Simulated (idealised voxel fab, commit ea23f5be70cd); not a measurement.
Process module heading - voxel double patterning
Cross-section cut: width 195 nm, square cells of 5 nm.
The cross-sections in this document take the form of a grid made of square cells. They are written out as bands, in order from top to bottom. Each band consists of one or more rows of cells.
For a band, the entry starts with two heights in nm, that of the top and then that of the bottom, and carries on with the band's materials in order from left to right, each alongside its width in nm; the word "all across" beside a single material means it fills the band edge to edge, and "empty" means empty space.
Heights are measured from 0, the level below which the as-received wafer is all one material; the lowest band has no bottom and continues downward, written as in "from 0 down".
Graded width ("30->40"): value in top row of band = first number; value in bottom row = second number; row-to-row change constant.
The cross-section has no changed cell in any step marked "remained unchanged".
Voids not open to the top, 8 cells minimum: see "Unvented internal voids". Written width x height at distance; distance is from the left edge; nm.
Post-settings text on a step line: simulator's own remark regarding the step.
overlay nm: how far to the right of its planned place the mask lay on this masked step (negative: to the left).

[Steps planned for the process]
1. RECEIVE (material Si)
2. CONFORMAL_DEP (material SiN; thk nm 5)
3. DIRECTIONAL_DEP (material SiO2; thk nm 15)
4. DIRECTIONAL_DEP (material SiCN; thk nm 5)
5. MASKED_ETCH (tone open; mask id FIRST; width nm 15; pitch nm 50; etch materials SiCN; depth nm 5; overlay nm 0)
6. PATTERN (tone open; mask id SECOND; material resist; width nm 15; pitch nm 50; thk nm 15; overlay nm 0)
7. DIRECTIONAL_ETCH (etch materials SiCN; depth nm 5)
8. STRIP (etch materials resist)
9. DIRECTIONAL_ETCH (etch materials SiO2; depth nm 15)
10. STRIP (etch materials SiCN)

[Wafer at receipt (post step 1), cross-section]
* from 0 down | Si all across
* Unvented internal voids: none

[The following cross-section depicts the wafer upon conclusion of the module. Processing commenced from the starting condition illustrated above and adhered to the plan illustrated above, save for one mistake in execution]
* from 20 to 5 | SiO2: 40, then empty: 15, then SiO2: 5, then empty: 25, then SiO2: 5, then empty: 15, then SiO2: 5, then empty: 25, then SiO2: 5, then empty: 15, then SiO2: 40
* from 5 to 0 | SiN all across
* from 0 down | Si all across
* Unvented internal voids: none
Here's what went sideways: note that step 6 departed from the planned setting and was carried out as PATTERN (tone open; mask id SECOND; material resist; width nm 25; pitch nm 50; thk nm 15; overlay nm 0)
